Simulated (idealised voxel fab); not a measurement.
Process module name: voxel ribs on slabs
Square cells of 5 nm make up the cross-section cut, whose width is 220 nm.
Cross-sections here: square-cell grids, written as top-down lists of bands, a band being one or more rows of cells.
Top height, bottom height, nm. Materials left to right, width each, nm. Single material + "all across" = fills band edge to edge. "air" = empty.
Height reference: 0 = level under which incoming wafer is all one material. Lowest band: no bottom, runs on downward, e.g. "0..down".
Read "30..40" as a graded width: first number on top, second number at the bottom, same change between each pair of neighbouring rows.
Any step labelled "no alterations made" changed none of the cells in the cross-section.
The label "Closed-off voids" introduces a list of the empty spaces, 8 cells or larger, that have no open way up to the top; each entry in it reads width x height at distance, where the distance is taken from the left edge and all three are stated in nm.
If you see something after the settings on a step's line, that's the simulator's own remark about that step.
overlay nm, on a step with a mask: how far to the right of its planned place the mask lay; to the left if negative
Steps in the process plan
1 RECEIVE,material Si
2 DIRECTIONAL_DEP,material SiO2,thk nm 30
3 DIRECTIONAL_DEP,material SiN,thk nm 15
4 MASKED_ETCH,tone cover,mask id RIB,width nm 15,etch materials SiN,depth nm 10,overlay nm 0
5 PATTERN,tone cover,mask id SLAB,material resist,width nm 55,thk nm 20,overlay nm 0
6 DIRECTIONAL_ETCH,etch materials SiN,depth nm 5
7 STRIP,etch materials resist
8 FILL_DEP,material SiO2,thk nm 25
9 CMP,height nm 60
10 DIRECTIONAL_DEP,material TiN,thk nm 5
11 DIRECTIONAL_DEP,material aC,thk nm 15
12 PATTERN,tone cover,mask id HEATER,material resist,width nm 25,thk nm 35,overlay nm 0
13 DIRECTIONAL_ETCH,etch materials aC,depth nm 15
14 STRIP,etch materials resist
15 DIRECTIONAL_ETCH,etch materials TiN,depth nm 5
16 STRIP,etch materials aC
17 CONFORMAL_DEP,material SiO2,thk nm 5
Cross-sectional view of the wafer in its as-received condition, corresponding to the state after step 1
    0..down | Si all across
    Closed-off voids: none
Here's the wafer cut in cross-section after the module, started and planned just like above, except one thing was done wrong in the run
    65..60 | 95 of air, then 25 of TiN, then 100 of air
    60..45 | SiO2 all across
    45..35 | 100 of SiO2, then 15 of SiN, then 105 of SiO2
    35..30 | 80 of SiO2, then 55 of SiN, then 85 of SiO2
    30..0 | SiO2 all across
    0..down | Si all across
    Closed-off voids: none
Misprocessing identified: heads up, step 17 of the plan was skipped and never actually ran
